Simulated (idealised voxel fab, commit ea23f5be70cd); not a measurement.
Process module in this document: voxel double patterning
This is section cut - it's 270 nm across, gridded in 5 nm square cells.
Cross-section format: a grid of square cells, given as bands from top to bottom; each band is one or more rows of cells.
Heads up on the band format: heights come first, top then bottom, in nm. After that it's the materials left to right, each with its width in nm. A single material flagged "all across" fills the whole band edge to edge, and "air" means there's empty space there.
Heights are reckoned from 0. Under this level, the received wafer is all of one material. The bottommost band is open-ended downward, for example "from 0 down".
Width spec "30..40" -> top row of cells at first value, bottom row at second value, equal per-row change in between.
No cell of the cross-section changed in a step that is given as "identical to before".
So "Sealed cavities" is basically the list of trapped voids: any empty space of 8 cells or more that can't reach the top through an opening. They're written width x height at distance, the distance being from the left edge, and it's all nm.
If you see something after the settings on a step's line, that's the simulator's own remark about that step.
overlay nm: how far to the right of its planned place the mask lay on this masked step (negative: to the left).

PLANNED PROCESS STEPS
1 RECEIVE,material Si
2 CONFORMAL_DEP,material SiN,thk nm 5
3 DIRECTIONAL_DEP,material SiO2,thk nm 15
4 DIRECTIONAL_DEP,material SiCN,thk nm 5
5 PATTERN,tone open,mask id FIRST,material resist,width nm 15,pitch nm 50,thk nm 20,overlay nm -15
6 DIRECTIONAL_ETCH,etch materials SiCN,depth nm 5
7 STRIP,etch materials resist
8 PATTERN,tone open,mask id SECOND,material resist,width nm 15,thk nm 20,overlay nm 0
9 DIRECTIONAL_ETCH,etch materials SiCN,depth nm 5
10 STRIP,etch materials resist
11 DIRECTIONAL_ETCH,etch materials SiO2,depth nm 15
12 STRIP,etch materials SiCN
The overlay nm used in step 5 is not the same on every wafer, whereas the starting condition is; the value printed in the plan is the first wafer's.

FIRST OF SEVERAL WAFERS, RECEIVED AFTER STEP 1, IN CROSS-SECTION
from 0 down | Si all across
Sealed cavities: none

HERE IS THE CROSS-SECTION OF THE FIRST OF SEVERAL WAFERS AT THE END OF THE MODULE, AFTER ITS LAST STEP, STEP 12
from 20 to 5 | 85 nm SiO2 / 15 nm air / 25 nm SiO2 / 25 nm air / 120 nm SiO2
from 5 to 0 | SiN all across
from 0 down | Si all across
Sealed cavities: none

CROSS-SECTION OF THE FINAL WAFER AMONG SEVERAL, TAKEN AT THE END OF THE MODULE
from 20 to 5 | 115 nm SiO2 / 25 nm air / 25 nm SiO2 / 15 nm air / 90 nm SiO2
from 5 to 0 | SiN all across
from 0 down | Si all across
Sealed cavities: none

THE FOLLOWING TABLE CONTAINS A ROW PER WAFER, IN WHICH ARE REPORTED, AT THE CONCLUSION OF THE MODULE, THE CELLS OF EACH MATERIAL GAINED (+) OR LOST (-) SINCE THE WAFER'S RECEIPT, WITH ITS CLOSED VOIDS GIVEN THEREAFTER
overlay nm -15 | +54 SiN | +138 SiO2 | Sealed cavities: none
overlay nm -10 | +54 SiN | +135 SiO2 | Sealed cavities: none
overlay nm -5 | +54 SiN | +135 SiO2 | Sealed cavities: none
overlay nm 0 | +54 SiN | +135 SiO2 | Sealed cavities: none
overlay nm 5 | +54 SiN | +135 SiO2 | Sealed cavities: none
overlay nm 10 | +54 SiN | +135 SiO2 | Sealed cavities: none
overlay nm 15 | +54 SiN | +138 SiO2 | Sealed cavities: none
